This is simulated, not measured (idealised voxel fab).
Module name: voxel ribs on slabs (process module)
Square cell edge 5 nm, section width 160 nm, ID cut.
Cross-section spec: square-cell grid; bands listed top down; each band is one or more rows. The band entry comprises the height of the band's top followed by the height of its bottom, expressed in nm, and subsequently the band's materials from left to right, each stated together with its width in nm. Where a single material is marked with the word "everywhere", that material fills the band from edge to edge. The word "blank" represents empty space. Heights are expressed relative to 0, this being the level below which the as-received wafer comprises one material exclusively. The lowest band is unbounded in the downward direction and is denoted as in "0..down". Width "30 to 40": first value at the band's top row of cells, second value at its bottom row, equal change from row to row. "nothing different" -> step changed no cross-section cell. This entry, "Closed internal voids", enumerates those empty regions of no fewer than 8 cells that possess no open connection to the top. Each region is reported in the form width x height at distance, the distance being taken from the left edge, with all three quantities expressed in nm. That trailing text on a step's line, after the settings, is the simulator's own remark on the step. "overlay nm" answers the question of how far to the right of plan the mask lay on a step that has a mask, and when it is negative the answer is to the left.

-- Here's what the planned process steps look like
- 1: RECEIVE with material Si
- 2: DIRECTIONAL_DEP with material SiO2, thk nm 25
- 3: DIRECTIONAL_DEP with material polySi, thk nm 20
- 4: MASKED_ETCH with tone cover, mask id RIB, width nm 20, etch materials polySi, depth nm 5, overlay nm 0
- 5: DIRECTIONAL_DEP with material aC, thk nm 10
- 6: PATTERN with tone cover, mask id SLAB, material resist, width nm 50, thk nm 25, overlay nm 0
- 7: DIRECTIONAL_ETCH with etch materials aC, depth nm 10
- 8: STRIP with etch materials resist
- 9: DIRECTIONAL_ETCH with etch materials polySi, depth nm 15
- 10: STRIP with etch materials aC
- 11: FILL_DEP with material SiO2, thk nm 25
- 12: CMP with height nm 60
- 13: DIRECTIONAL_DEP with material TiN, thk nm 5
- 14: DIRECTIONAL_DEP with material aC, thk nm 15
- 15: PATTERN with tone cover, mask id HEATER, material resist, width nm 30, thk nm 30, overlay nm 0
- 16: DIRECTIONAL_ETCH with etch materials aC, depth nm 15
- 17: STRIP with etch materials resist
- 18: DIRECTIONAL_ETCH with etch materials TiN, depth nm 5
- 19: STRIP with etch materials aC
- 20: CONFORMAL_DEP with material SiN, thk nm 10

-- Wafer at receipt (post step 1), cross-section
    0..down | Si everywhere
    Closed internal voids: none

-- Cross-sectional image of the first of two wafers at the end of the module, the run having proceeded as planned
    75..70 | blank (55), SiN (50), blank (55)
    70..65 | SiN everywhere
    65..60 | SiN (65), TiN (30), SiN (65)
    60..45 | SiO2 everywhere
    45..40 | SiO2 (70), polySi (20), SiO2 (70)
    40..25 | SiO2 (55), polySi (50), SiO2 (55)
    25..0 | SiO2 everywhere
    0..down | Si everywhere
    Closed internal voids: none

-- Wafer two, end of module, cross-section. Same start, same plan as wafer one. One mistake in the run
    75..70 | blank (55), SiN (50), blank (55)
    70..65 | SiN everywhere
    65..60 | SiN (65), TiN (30), SiN (65)
    60..45 | SiO2 everywhere
    45..40 | SiO2 (70), polySi (20), SiO2 (70)
    40..25 | SiO2 (50), polySi (50), SiO2 (60)
    25..0 | SiO2 everywhere
    0..down | Si everywhere
    Closed internal voids: none
Deviation noted in wafer processing: step 6 was processed under conditions differing from the plan, specifically as PATTERN with tone cover, mask id SLAB, material resist, width nm 50, thk nm 25, overlay nm -5
Final wafers compared: equal cell tally per material, rearranged layout.
